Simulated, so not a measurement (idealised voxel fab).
The process module that follows is named voxel plated lines.
It is cross-section cut that appears here, measuring 220 nm in width, its square cells being 5 nm in size.
Cross-section spec: square-cell grid; bands listed top down; each band is one or more rows. First you get the band's top height and its bottom height, in nm, and then the materials it's made of, left to right, with each width in nm. If you see a single material with "edge to edge", that one covers the band edge to edge. "air" is empty space. The level at which height equals 0 is the one under which the wafer, as it arrives, is entirely one material. No lower edge exists for the bottom band, which continues downward and is notated as in "0..down". Read "30->40" as a graded width: first number on top, second number at the bottom, same change between each pair of neighbouring rows. "nothing was modified" after a step means that no cell of the cross-section changed. This entry, "Fully sealed cavities", enumerates those empty regions of no fewer than 8 cells that possess no open connection to the top. Each region is reported in the form width x height at distance, the distance being taken from the left edge, with all three quantities expressed in nm. It should be noted that, on the line of a given step, the content following the step's settings is a remark produced by the simulator itself with respect to that step. "overlay nm", when on a step's line for a step with a mask, measures how far to the right of its planned place the mask lay; a negative measure means to the left. How should the pairs below be read? Each gives the cross-section before one process step and the cross-section after it, the latter drawn only to the lowest band that changed; the step that lies between them, with its settings, appears under the pair. Does a pair pick up where the pair above left off? Only where its entry headed "State before" says so, since pairs can come from different runs of this module on the same starting wafer.
State before
	0..down = Si edge to edge
	Fully sealed cavities: none
Cross-Section Thereafter
	15..0 = Al2O3 edge to edge
	All layers under 0 are left as they were.
	Fully sealed cavities: none
Can you name the step between the two cross-sections above? It is CONFORMAL_DEP: material Al2O3, thk nm 15
State before: after-state, pair directly above.
Cross-Section Thereafter
	20..15 = TiN edge to edge
	All layers under 15 are left as they were.
	Fully sealed cavities: none
Can you name the step between the two cross-sections above? It is DIRECTIONAL_DEP: material TiN, thk nm 5
State before: after-state, pair directly above.
Cross-Section Thereafter
	60..20 = resist: 70 | air: 15 | resist: 15 | air: 15 | resist: 15 | air: 15 | resist: 75
	All layers under 20 are left as they were.
	Fully sealed cavities: none
Can you name the step between the two cross-sections above? It is PATTERN: tone open, mask id LINES, material resist, width nm 15, pitch nm 30, thk nm 40, overlay nm 0
State before: after-state, pair directly above.
Cross-Section Thereafter
	60..25 = resist: 70 | air: 15 | resist: 15 | air: 15 | resist: 15 | air: 15 | resist: 75
	25..20 = resist: 70 | Ru: 15 | resist: 15 | Ru: 15 | resist: 15 | Ru: 15 | resist: 75
	All layers under 20 are left as they were.
	Fully sealed cavities: none
Can you name the step between the two cross-sections above? It is EPI: material Ru, thk nm 5
State before: after-state, pair directly above.
Cross-Section Thereafter
	60..35 = resist: 70 | air: 15 | resist: 15 | air: 15 | resist: 15 | air: 15 | resist: 75
	35..20 = resist: 70 | Ru: 15 | resist: 15 | Ru: 15 | resist: 15 | Ru: 15 | resist: 75
	All layers under 20 are left as they were.
	Fully sealed cavities: none
Can you name the step between the two cross-sections above? It is EPI: material Ru, thk nm 10
State before: after-state, pair directly above.
Cross-Section Thereafter
	60..40 = resist: 70 | air: 15 | resist: 15 | air: 15 | resist: 15 | air: 15 | resist: 75
	40..20 = resist: 70 | Ru: 15 | resist: 15 | Ru: 15 | resist: 15 | Ru: 15 | resist: 75
	All layers under 20 are left as they were.
	Fully sealed cavities: none
Can you name the step between the two cross-sections above? It is EPI: material Ru, thk nm 5
State before: after-state, pair directly above.
Cross-Section Thereafter
	40..20 = air: 70 | Ru: 15 | air: 15 | Ru: 15 | air: 15 | Ru: 15 | air: 75
	All layers under 20 are left as they were.
	Fully sealed cavities: none
Can you name the step between the two cross-sections above? It is STRIP: etch materials resist
State before: after-state, pair directly above.
Cross-Section Thereafter
	40..20 = air: 70 | Ru: 15 | air: 15 | Ru: 15 | air: 15 | Ru: 15 | air: 75
	20..15 = air: 70 | TiN: 15 | air: 15 | TiN: 15 | air: 15 | TiN: 15 | air: 75
	All layers under 15 are left as they were.
	Fully sealed cavities: none
Can you name the step between the two cross-sections above? It is DIRECTIONAL_ETCH: etch materials TiN, depth nm 5
State before: after-state, pair directly above.
Cross-Section Thereafter
	45..40 = air: 65 | SiCN: 25 | air: 5 | SiCN: 25 | air: 5 | SiCN: 25 | air: 70
	40..20 = air: 65 | SiCN: 5 | Ru: 15 | SiCN: 5 | air: 5 | SiCN: 5 | Ru: 15 | SiCN: 5 | air: 5 | SiCN: 5 | Ru: 15 | SiCN: 5 | air: 70
	20..15 = SiCN: 70 | TiN: 15 | SiCN: 15 | TiN: 15 | SiCN: 15 | TiN: 15 | SiCN: 75
	All layers under 15 are left as they were.
	Fully sealed cavities: none
Can you name the step between the two cross-sections above? It is CONFORMAL_DEP: material SiCN, thk nm 5
State before
	60..25 = resist: 70 | air: 15 | resist: 15 | air: 15 | resist: 15 | air: 15 | resist: 75
	25..20 = resist: 70 | Ru: 15 | resist: 15 | Ru: 15 | resist: 15 | Ru: 15 | resist: 75
	20..15 = TiN edge to edge
	15..0 = Al2O3 edge to edge
	0..down = Si edge to edge
	Fully sealed cavities: none
Cross-Section Thereafter
	60..30 = resist: 70 | air: 15 | resist: 15 | air: 15 | resist: 15 | air: 15 | resist: 75
	30..20 = resist: 70 | Ru: 15 | resist: 15 | Ru: 15 | resist: 15 | Ru: 15 | resist: 75
	All layers under 20 are left as they were.
	Fully sealed cavities: none
Can you name the step between the two cross-sections above? It is EPI: material Ru, thk nm 5
State before: after-state, pair directly above.
Cross-Section Thereafter
	30..20 = air: 70 | Ru: 15 | air: 15 | Ru: 15 | air: 15 | Ru: 15 | air: 75
	All layers under 20 are left as they were.
	Fully sealed cavities: none
Can you name the step between the two cross-sections above? It is STRIP: etch materials resist
State before: after-state, pair directly above.
Cross-Section Thereafter
	30..20 = air: 70 | Ru: 15 | air: 15 | Ru: 15 | air: 15 | Ru: 15 | air: 75
	20..15 = air: 70 | TiN: 15 | air: 15 | TiN: 15 | air: 15 | TiN: 15 | air: 75
	All layers under 15 are left as they were.
	Fully sealed cavities: none
Can you name the step between the two cross-sections above? It is DIRECTIONAL_ETCH: etch materials TiN, depth nm 5
State before: after-state, pair directly above.
Cross-Section Thereafter
	35..30 = air: 65 | SiCN: 25 | air: 5 | SiCN: 25 | air: 5 | SiCN: 25 | air: 70
	30..20 = air: 65 | SiCN: 5 | Ru: 15 | SiCN: 5 | air: 5 | SiCN: 5 | Ru: 15 | SiCN: 5 | air: 5 | SiCN: 5 | Ru: 15 | SiCN: 5 | air: 70
	20..15 = SiCN: 70 | TiN: 15 | SiCN: 15 | TiN: 15 | SiCN: 15 | TiN: 15 | SiCN: 75
	All layers under 15 are left as they were.
	Fully sealed cavities: none
Can you name the step between the two cross-sections above? It is CONFORMAL_DEP: material SiCN, thk nm 5
State before
	60..35 = resist: 70 | air: 15 | resist: 15 | air: 15 | resist: 15 | air: 15 | resist: 75
	35..20 = resist: 70 | Ru: 15 | resist: 15 | Ru: 15 | resist: 15 | Ru: 15 | resist: 75
	20..15 = TiN edge to edge
	15..0 = Al2O3 edge to edge
	0..down = Si edge to edge
	Fully sealed cavities: none
Cross-Section Thereafter
	60..45 = resist: 70 | air: 15 | resist: 15 | air: 15 | resist: 15 | air: 15 | resist: 75
	45..20 = resist: 70 | Ru: 15 | resist: 15 | Ru: 15 | resist: 15 | Ru: 15 | resist: 75
	All layers under 20 are left as they were.
	Fully sealed cavities: none
Can you name the step between the two cross-sections above? It is EPI: material Ru, thk nm 10
State before: after-state, pair directly above.
Cross-Section Thereafter
	60..50 = resist: 70 | air: 15 | resist: 15 | air: 15 | resist: 15 | air: 15 | resist: 75
	50..20 = resist: 70 | Ru: 15 | resist: 15 | Ru: 15 | resist: 15 | Ru: 15 | resist: 75
	All layers under 20 are left as they were.
	Fully sealed cavities: none
Can you name the step between the two cross-sections above? It is EPI: material Ru, thk nm 5
State before: after-state, pair directly above.
Cross-Section Thereafter
	50..20 = air: 70 | Ru: 15 | air: 15 | Ru: 15 | air: 15 | Ru: 15 | air: 75
	All layers under 20 are left as they were.
	Fully sealed cavities: none
Can you name the step between the two cross-sections above? It is STRIP: etch materials resist
State before: after-state, pair directly above.
Cross-Section Thereafter
	50..20 = air: 70 | Ru: 15 | air: 15 | Ru: 15 | air: 15 | Ru: 15 | air: 75
	20..15 = air: 70 | TiN: 15 | air: 15 | TiN: 15 | air: 15 | TiN: 15 | air: 75
	All layers under 15 are left as they were.
	Fully sealed cavities: none
Can you name the step between the two cross-sections above? It is DIRECTIONAL_ETCH: etch materials TiN, depth nm 5
State before: after-state, pair directly above.
Cross-Section Thereafter
	55..50 = air: 65 | SiCN: 25 | air: 5 | SiCN: 25 | air: 5 | SiCN: 25 | air: 70
	50..20 = air: 65 | SiCN: 5 | Ru: 15 | SiCN: 5 | air: 5 | SiCN: 5 | Ru: 15 | SiCN: 5 | air: 5 | SiCN: 5 | Ru: 15 | SiCN: 5 | air: 70
	20..15 = SiCN: 70 | TiN: 15 | SiCN: 15 | TiN: 15 | SiCN: 15 | TiN: 15 | SiCN: 75
	All layers under 15 are left as they were.
	Fully sealed cavities: none
Can you name the step between the two cross-sections above? It is CONFORMAL_DEP: material SiCN, thk nm 5
State before
	60..35 = resist: 70 | air: 15 | resist: 15 | air: 15 | resist: 15 | air: 15 | resist: 75
	35..20 = resist: 70 | Ru: 15 | resist: 15 | Ru: 15 | resist: 15 | Ru: 15 | resist: 75
	20..15 = TiN edge to edge
	15..0 = Al2O3 edge to edge
	0..down = Si edge to edge
	Fully sealed cavities: none
Cross-Section Thereafter
	35..20 = air: 70 | Ru: 15 | air: 15 | Ru: 15 | air: 15 | Ru: 15 | air: 75
	All layers under 20 are left as they were.
	Fully sealed cavities: none
Can you name the step between the two cross-sections above? It is STRIP: etch materials resist
State before: after-state, pair directly above.
Cross-Section Thereafter
	40..25 = air: 65 | Ru: 25 | air: 5 | Ru: 25 | air: 5 | Ru: 25 | air: 70
	25..20 = Ru edge to edge
	All layers under 20 are left as they were.
	Fully sealed cavities: none
Can you name the step between the two cross-sections above? It is EPI: material Ru, thk nm 5
State before: after-state, pair directly above.
Cross-Section Thereafter
	45..40 = air: 60 | SiCN: 95 | air: 65
	40..30 = air: 60 | SiCN: 5 | Ru: 25 | SiCN: 5 | Ru: 25 | SiCN: 5 | Ru: 25 | SiCN: 5 | air: 65
	30..25 = SiCN: 65 | Ru: 25 | SiCN: 5 | Ru: 25 | SiCN: 5 | Ru: 25 | SiCN: 70
	All layers under 25 are left as they were.
	Fully sealed cavities: none
Can you name the step between the two cross-sections above? It is CONFORMAL_DEP: material SiCN, thk nm 5
State before
	15..0 = Al2O3 edge to edge
	0..down = Si edge to edge
	Fully sealed cavities: none
Cross-Section Thereafter
	30..15 = TiN edge to edge
	All layers under 15 are left as they were.
	Fully sealed cavities: none
Can you name the step between the two cross-sections above? It is DIRECTIONAL_DEP: material TiN, thk nm 15
State before: after-state, pair directly above.
Cross-Section Thereafter
	70..30 = resist: 70 | air: 15 | resist: 15 | air: 15 | resist: 15 | air: 15 | resist: 75
	All layers under 30 are left as they were.
	Fully sealed cavities: none
Can you name the step between the two cross-sections above? It is PATTERN: tone open, mask id LINES, material resist, width nm 15, pitch nm 30, thk nm 40, overlay nm 0
State before: after-state, pair directly above.
Cross-Section Thereafter
	70..35 = resist: 70 | air: 15 | resist: 15 | air: 15 | resist: 15 | air: 15 | resist: 75
	35..30 = resist: 70 | Ru: 15 | resist: 15 | Ru: 15 | resist: 15 | Ru: 15 | resist: 75
	All layers under 30 are left as they were.
	Fully sealed cavities: none
Can you name the step between the two cross-sections above? It is EPI: material Ru, thk nm 5
State before: after-state, pair directly above.
Cross-Section Thereafter
	70..45 = resist: 70 | air: 15 | resist: 15 | air: 15 | resist: 15 | air: 15 | resist: 75
	45..30 = resist: 70 | Ru: 15 | resist: 15 | Ru: 15 | resist: 15 | Ru: 15 | resist: 75
	All layers under 30 are left as they were.
	Fully sealed cavities: none
Can you name the step between the two cross-sections above? It is EPI: material Ru, thk nm 10
State before: after-state, pair directly above.
Cross-Section Thereafter
	70..50 = resist: 70 | air: 15 | resist: 15 | air: 15 | resist: 15 | air: 15 | resist: 75
	50..30 = resist: 70 | Ru: 15 | resist: 15 | Ru: 15 | resist: 15 | Ru: 15 | resist: 75
	All layers under 30 are left as they were.
	Fully sealed cavities: none
Can you name the step between the two cross-sections above? It is EPI: material Ru, thk nm 5
State before: after-state, pair directly above.
Cross-Section Thereafter
	50..30 = air: 70 | Ru: 15 | air: 15 | Ru: 15 | air: 15 | Ru: 15 | air: 75
	All layers under 30 are left as they were.
	Fully sealed cavities: none
Can you name the step between the two cross-sections above? It is STRIP: etch materials resist
State before: after-state, pair directly above.
Cross-Section Thereafter
	50..30 = air: 70 | Ru: 15 | air: 15 | Ru: 15 | air: 15 | Ru: 15 | air: 75
	30..25 = air: 70 | TiN: 15 | air: 15 | TiN: 15 | air: 15 | TiN: 15 | air: 75
	All layers under 25 are left as they were.
	Fully sealed cavities: none
Can you name the step between the two cross-sections above? It is DIRECTIONAL_ETCH: etch materials TiN, depth nm 5
State before: after-state, pair directly above.
Cross-Section Thereafter
	55..50 = air: 65 | SiCN: 25 | air: 5 | SiCN: 25 | air: 5 | SiCN: 25 | air: 70
	50..30 = air: 65 | SiCN: 5 | Ru: 15 | SiCN: 5 | air: 5 | SiCN: 5 | Ru: 15 | SiCN: 5 | air: 5 | SiCN: 5 | Ru: 15 | SiCN: 5 | air: 70
	30..25 = SiCN: 70 | TiN: 15 | SiCN: 15 | TiN: 15 | SiCN: 15 | TiN: 15 | SiCN: 75
	All layers under 25 are left as they were.
	Fully sealed cavities: none
Can you name the step between the two cross-sections above? It is CONFORMAL_DEP: material SiCN, thk nm 5
State before
	20..15 = TiN edge to edge
	15..0 = Al2O3 edge to edge
	0..down = Si edge to edge
	Fully sealed cavities: none
Cross-Section Thereafter
	60..20 = resist: 80 | air: 15 | resist: 15 | air: 15 | resist: 15 | air: 15 | resist: 65
	All layers under 20 are left as they were.
	Fully sealed cavities: none
Can you name the step between the two cross-sections above? It is PATTERN: tone open, mask id LINES, material resist, width nm 15, pitch nm 30, thk nm 40, overlay nm 10
State before: after-state, pair directly above.
Cross-Section Thereafter
	60..25 = resist: 80 | air: 15 | resist: 15 | air: 15 | resist: 15 | air: 15 | resist: 65
	25..20 = resist: 80 | Ru: 15 | resist: 15 | Ru: 15 | resist: 15 | Ru: 15 | resist: 65
	All layers under 20 are left as they were.
	Fully sealed cavities: none
Can you name the step between the two cross-sections above? It is EPI: material Ru, thk nm 5
State before: after-state, pair directly above.
Cross-Section Thereafter
	60..35 = resist: 80 | air: 15 | resist: 15 | air: 15 | resist: 15 | air: 15 | resist: 65
	35..20 = resist: 80 | Ru: 15 | resist: 15 | Ru: 15 | resist: 15 | Ru: 15 | resist: 65
	All layers under 20 are left as they were.
	Fully sealed cavities: none
Can you name the step between the two cross-sections above? It is EPI: material Ru, thk nm 10
State before: after-state, pair directly above.
Cross-Section Thereafter
	60..40 = resist: 80 | air: 15 | resist: 15 | air: 15 | resist: 15 | air: 15 | resist: 65
	40..20 = resist: 80 | Ru: 15 | resist: 15 | Ru: 15 | resist: 15 | Ru: 15 | resist: 65
	All layers under 20 are left as they were.
	Fully sealed cavities: none
Can you name the step between the two cross-sections above? It is EPI: material Ru, thk nm 5
State before: after-state, pair directly above.
Cross-Section Thereafter
	40..20 = air: 80 | Ru: 15 | air: 15 | Ru: 15 | air: 15 | Ru: 15 | air: 65
	All layers under 20 are left as they were.
	Fully sealed cavities: none
Can you name the step between the two cross-sections above? It is STRIP: etch materials resist
State before: after-state, pair directly above.
Cross-Section Thereafter
	40..20 = air: 80 | Ru: 15 | air: 15 | Ru: 15 | air: 15 | Ru: 15 | air: 65
	20..15 = air: 80 | TiN: 15 | air: 15 | TiN: 15 | air: 15 | TiN: 15 | air: 65
	All layers under 15 are left as they were.
	Fully sealed cavities: none
Can you name the step between the two cross-sections above? It is DIRECTIONAL_ETCH: etch materials TiN, depth nm 5
State before: after-state, pair directly above.
Cross-Section Thereafter
	45..40 = air: 75 | SiCN: 25 | air: 5 | SiCN: 25 | air: 5 | SiCN: 25 | air: 60
	40..20 = air: 75 | SiCN: 5 | Ru: 15 | SiCN: 5 | air: 5 | SiCN: 5 | Ru: 15 | SiCN: 5 | air: 5 | SiCN: 5 | Ru: 15 | SiCN: 5 | air: 60
	20..15 = SiCN: 80 | TiN: 15 | SiCN: 15 | TiN: 15 | SiCN: 15 | TiN: 15 | SiCN: 65
	All layers under 15 are left as they were.
	Fully sealed cavities: none
Can you name the step between the two cross-sections above? It is CONFORMAL_DEP: material SiCN, thk nm 5
State before
	15..0 = Al2O3 edge to edge
	0..down = Si edge to edge
	Fully sealed cavities: none
Cross-Section Thereafter
	20..15 = Ru edge to edge
	All layers under 15 are left as they were.
	Fully sealed cavities: none
Can you name the step between the two cross-sections above? It is DIRECTIONAL_DEP: material Ru, thk nm 5
State before: after-state, pair directly above.
Cross-Section Thereafter
	60..20 = resist: 70 | air: 15 | resist: 15 | air: 15 | resist: 15 | air: 15 | resist: 75
	All layers under 20 are left as they were.
	Fully sealed cavities: none
Can you name the step between the two cross-sections above? It is PATTERN: tone open, mask id LINES, material resist, width nm 15, pitch nm 30, thk nm 40, overlay nm 0
State before: after-state, pair directly above.
Cross-Section Thereafter
	60..25 = resist: 70 | air: 15 | resist: 15 | air: 15 | resist: 15 | air: 15 | resist: 75
	25..20 = resist: 70 | Ru: 15 | resist: 15 | Ru: 15 | resist: 15 | Ru: 15 | resist: 75
	All layers under 20 are left as they were.
	Fully sealed cavities: none
Can you name the step between the two cross-sections above? It is EPI: material Ru, thk nm 5
State before: after-state, pair directly above.
Cross-Section Thereafter
	60..35 = resist: 70 | air: 15 | resist: 15 | air: 15 | resist: 15 | air: 15 | resist: 75
	35..20 = resist: 70 | Ru: 15 | resist: 15 | Ru: 15 | resist: 15 | Ru: 15 | resist: 75
	All layers under 20 are left as they were.
	Fully sealed cavities: none
Can you name the step between the two cross-sections above? It is EPI: material Ru, thk nm 10
State before: after-state, pair directly above.
Cross-Section Thereafter
	60..40 = resist: 70 | air: 15 | resist: 15 | air: 15 | resist: 15 | air: 15 | resist: 75
	40..20 = resist: 70 | Ru: 15 | resist: 15 | Ru: 15 | resist: 15 | Ru: 15 | resist: 75
	All layers under 20 are left as they were.
	Fully sealed cavities: none
Can you name the step between the two cross-sections above? It is EPI: material Ru, thk nm 5
State before: after-state, pair directly above.
Cross-Section Thereafter
	40..20 = air: 70 | Ru: 15 | air: 15 | Ru: 15 | air: 15 | Ru: 15 | air: 75
	All layers under 20 are left as they were.
	Fully sealed cavities: none
Can you name the step between the two cross-sections above? It is STRIP: etch materials resist
State before: after-state, pair directly above.
Cross-Section Thereafter
	45..40 = air: 65 | SiCN: 25 | air: 5 | SiCN: 25 | air: 5 | SiCN: 25 | air: 70
	40..25 = air: 65 | SiCN: 5 | Ru: 15 | SiCN: 5 | air: 5 | SiCN: 5 | Ru: 15 | SiCN: 5 | air: 5 | SiCN: 5 | Ru: 15 | SiCN: 5 | air: 70
	25..20 = SiCN: 70 | Ru: 15 | SiCN: 15 | Ru: 15 | SiCN: 15 | Ru: 15 | SiCN: 75
	All layers under 20 are left as they were.
	Fully sealed cavities: none
Can you name the step between the two cross-sections above? It is CONFORMAL_DEP: material SiCN, thk nm 5
State before
	20..15 = TiN edge to edge
	15..0 = Al2O3 edge to edge
	0..down = Si edge to edge
	Fully sealed cavities: none
Cross-Section Thereafter
	60..20 = air: 70 | resist: 15 | air: 15 | resist: 15 | air: 15 | resist: 15 | air: 75
	All layers under 20 are left as they were.
	Fully sealed cavities: none
Can you name the step between the two cross-sections above? It is PATTERN: tone cover, mask id LINES, material resist, width nm 15, pitch nm 30, thk nm 40, overlay nm 0
State before: after-state, pair directly above.
Cross-Section Thereafter
	60..25 = air: 70 | resist: 15 | air: 15 | resist: 15 | air: 15 | resist: 15 | air: 75
	25..20 = Ru: 70 | resist: 15 | Ru: 15 | resist: 15 | Ru: 15 | resist: 15 | Ru: 75
	All layers under 20 are left as they were.
	Fully sealed cavities: none
Can you name the step between the two cross-sections above? It is EPI: material Ru, thk nm 5
State before: after-state, pair directly above.
Cross-Section Thereafter
	60..35 = air: 70 | resist: 15 | air: 15 | resist: 15 | air: 15 | resist: 15 | air: 75
	35..20 = Ru: 70 | resist: 15 | Ru: 15 | resist: 15 | Ru: 15 | resist: 15 | Ru: 75
	All layers under 20 are left as they were.
	Fully sealed cavities: none
Can you name the step between the two cross-sections above? It is EPI: material Ru, thk nm 10
State before: after-state, pair directly above.
Cross-Section Thereafter
	60..40 = air: 70 | resist: 15 | air: 15 | resist: 15 | air: 15 | resist: 15 | air: 75
	40..20 = Ru: 70 | resist: 15 | Ru: 15 | resist: 15 | Ru: 15 | resist: 15 | Ru: 75
	All layers under 20 are left as they were.
	Fully sealed cavities: none
Can you name the step between the two cross-sections above? It is EPI: material Ru, thk nm 5
State before: after-state, pair directly above.
Cross-Section Thereafter
	40..20 = Ru: 70 | air: 15 | Ru: 15 | air: 15 | Ru: 15 | air: 15 | Ru: 75
	All layers under 20 are left as they were.
	Fully sealed cavities: none
Can you name the step between the two cross-sections above? It is STRIP: etch materials resist
State before: after-state, pair directly above.
Cross-Section Thereafter
	40..20 = Ru: 70 | air: 15 | Ru: 15 | air: 15 | Ru: 15 | air: 15 | Ru: 75
	20..15 = TiN: 70 | air: 15 | TiN: 15 | air: 15 | TiN: 15 | air: 15 | TiN: 75
	All layers under 15 are left as they were.
	Fully sealed cavities: none
Can you name the step between the two cross-sections above? It is DIRECTIONAL_ETCH: etch materials TiN, depth nm 5
State before: after-state, pair directly above.
Cross-Section Thereafter
	45..40 = SiCN: 75 | air: 5 | SiCN: 25 | air: 5 | SiCN: 25 | air: 5 | SiCN: 80
	40..20 = Ru: 70 | SiCN: 5 | air: 5 | SiCN: 5 | Ru: 15 | SiCN: 5 | air: 5 | SiCN: 5 | Ru: 15 | SiCN: 5 | air: 5 | SiCN: 5 | Ru: 75
	20..15 = TiN: 70 | SiCN: 15 | TiN: 15 | SiCN: 15 | TiN: 15 | SiCN: 15 | TiN: 75
	All layers under 15 are left as they were.
	Fully sealed cavities: none
Can you name the step between the two cross-sections above? It is CONFORMAL_DEP: material SiCN, thk nm 5
